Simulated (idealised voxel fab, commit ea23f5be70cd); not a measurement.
Title: Process Module voxel spacer lines
In the cross-section labelled cut, the width is 255 nm and each square cell is 5 nm.
We lay out every cross-section as a grid of square cells and spell it out in bands from the top down, where one band means one or more rows of cells. Per band: top height and bottom height in nm, followed by the left-to-right materials and their widths in nm; "all across" marks a single material spanning edge to edge, "air" marks empty space. Heights are reckoned from 0. Under this level, the received wafer is all of one material. The bottommost band is open-ended downward, for example "0 and below". You'd read "30 to 40" like this: the band's top row of cells is as wide as the first number, its bottom row is as wide as the second, and going down, every row changes width by the same amount as the row before did. Take "everything unchanged" at face value: in the step it is given for, the cross-section changed in none of its cells. Closed internal cavities: empty space of 8 cells or more with no open way to the top, each as width x height at its distance from the left edge, in nm. Note: text after step settings on the step line = simulator remark on that step. overlay nm: step with mask; distance mask lay right of planned place; negative value = left of planned place.
PROCESS STEPS (PLANNED)
1 RECEIVE with material Si
2 CONFORMAL_DEP with material Al2O3, thk nm 10
3 DIRECTIONAL_DEP with material polySi, thk nm 15
4 DIRECTIONAL_DEP with material aC, thk nm 20
5 PATTERN with tone cover, mask id MANDREL, material resist, width nm 25, pitch nm 70, thk nm 25, overlay nm 0
6 DIRECTIONAL_ETCH with etch materials aC, depth nm 20
7 STRIP with etch materials resist
8 CONFORMAL_DEP with material SiO2, thk nm 10
9 DIRECTIONAL_ETCH with etch materials SiO2, depth nm 10
10 STRIP with etch materials aC
11 DIRECTIONAL_ETCH with etch materials polySi, depth nm 15
12 STRIP with etch materials SiO2
13 FILL_DEP with material lowk, thk nm 10
14 CMP with height nm 25
CROSS-SECTION: WAFER ON ARRIVAL = AFTER STEP 1
  0 and below  Si all across
  Closed internal cavities: none
POST-MODULE CROSS-SECTION OF THE FIRST OF TWO WAFERS (RUN PER PLAN)
  25 down to 10  lowk=70, polySi=10, lowk=25, polySi=10, lowk=25, polySi=10, lowk=25, polySi=10, lowk=70
  10 down to 0  Al2O3 all across
  0 and below  Si all across
  Closed internal cavities: none
CROSS-SECTIONAL VIEW: SECOND OF TWO WAFERS, END OF MODULE; START AND PLAN IDENTICAL TO THE FIRST, ONE MISTAKE IN RUNNING
  25 down to 20  lowk=70, polySi=45, lowk=25, polySi=45, lowk=70
  20 down to 10  polySi all across
  10 down to 0  Al2O3 all across
  0 and below  Si all across
  Closed internal cavities: none
Processing error: step 8 was not run as planned; what actually ran was CONFORMAL_DEP with material polySi, thk nm 10
Final wafer comparison in cells, second versus first, more or fewer per material: -96 lowk; +96 polySi
